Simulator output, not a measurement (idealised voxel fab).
Name of the process module below: voxel self aligned contacts
The cross-section shown here is cut; it is 215 nm wide and divided into square cells measuring 5 nm on a side.
Think of the cross-section as a grid of square cells. We describe it in bands, top to bottom, and each band covers one or more rows of those cells.
For a band, the entry starts with two heights in nm, that of the top and then that of the bottom, and carries on with the band's materials in order from left to right, each alongside its width in nm; the word "edge to edge" beside a single material means it fills the band edge to edge, and "empty" means empty space.
Where do heights start? At 0: under that level the wafer as delivered is made of one material only. And the lowest band has no floor; it just carries on downward, as in "0..down".
Note: "30..40" means the width goes from the first number (top row of the band) to the second number (bottom row) in equal steps per row of cells.
Step note "no modification" = no cross-section cell changed.
The list in "Trapped void list" covers empty spaces of 8 cells or more that cannot reach the top through any open way, and it gives each as width x height at distance; the distance is from the left edge, and width, height and distance are in nm.
Read whatever lies past the settings on a step's line as the simulator's own remark about the step.
overlay nm: for a step with a mask, the amount by which the mask lay right of where it was planned; a negative amount means left of it.

### Here's what the planned process steps look like
1,RECEIVE with material Si
2,OXIDIZE with depth nm 5
3,DIRECTIONAL_DEP with material polySi, thk nm 25
4,DIRECTIONAL_DEP with material SiN, thk nm 15
5,PATTERN with tone cover, mask id GATE, material resist, width nm 35, pitch nm 65, thk nm 20, overlay nm 0
6,DIRECTIONAL_ETCH with etch materials SiN, depth nm 15
7,DIRECTIONAL_ETCH with etch materials polySi, depth nm 25
8,STRIP with etch materials resist
9,CONFORMAL_DEP with material SiN, thk nm 5
10,DIRECTIONAL_ETCH with etch materials SiN, depth nm 5
11,FILL_DEP with material SiO2, thk nm 15
12,CMP with height nm 45
13,MASKED_ETCH with tone open, mask id CONTACT, width nm 30, etch materials SiO2, depth nm 50, overlay nm 0
14,CONFORMAL_DEP with material TiN, thk nm 5
15,FILL_DEP with material Ru, thk nm 10
16,CMP with height nm 45
17,CONFORMAL_DEP with material SiCN, thk nm 5
The wafers in this document start out alike and differ in the width nm applied at step 13; the plan shows the value used for the first wafer.

### Cross-section of the first incoming wafer of several, state after step 1
> 0..down | Si edge to edge
> Trapped void list: none

### Below: a row per wafer. Contents at end of module: for every material, cells gained since receipt (+) or lost since receipt (-); then closed voids
width nm 30 | +18 Ru | -43 Si | +43 SiCN | +74 SiN | +244 SiO2 | +24 TiN | +70 polySi | Trapped void list: none
width nm 35 | +18 Ru | -43 Si | +43 SiCN | +74 SiN | +243 SiO2 | +25 TiN | +70 polySi | Trapped void list: none
width nm 40 | +18 Ru | -43 Si | +43 SiCN | +74 SiN | +242 SiO2 | +26 TiN | +70 polySi | Trapped void list: none
width nm 45 | +18 Ru | -43 Si | +43 SiCN | +74 SiN | +241 SiO2 | +27 TiN | +70 polySi | Trapped void list: none
width nm 50 | +18 Ru | -43 Si | +43 SiCN | +74 SiN | +240 SiO2 | +28 TiN | +70 polySi | Trapped void list: none
width nm 55 | +18 Ru | -43 Si | +43 SiCN | +74 SiN | +239 SiO2 | +29 TiN | +70 polySi | Trapped void list: none
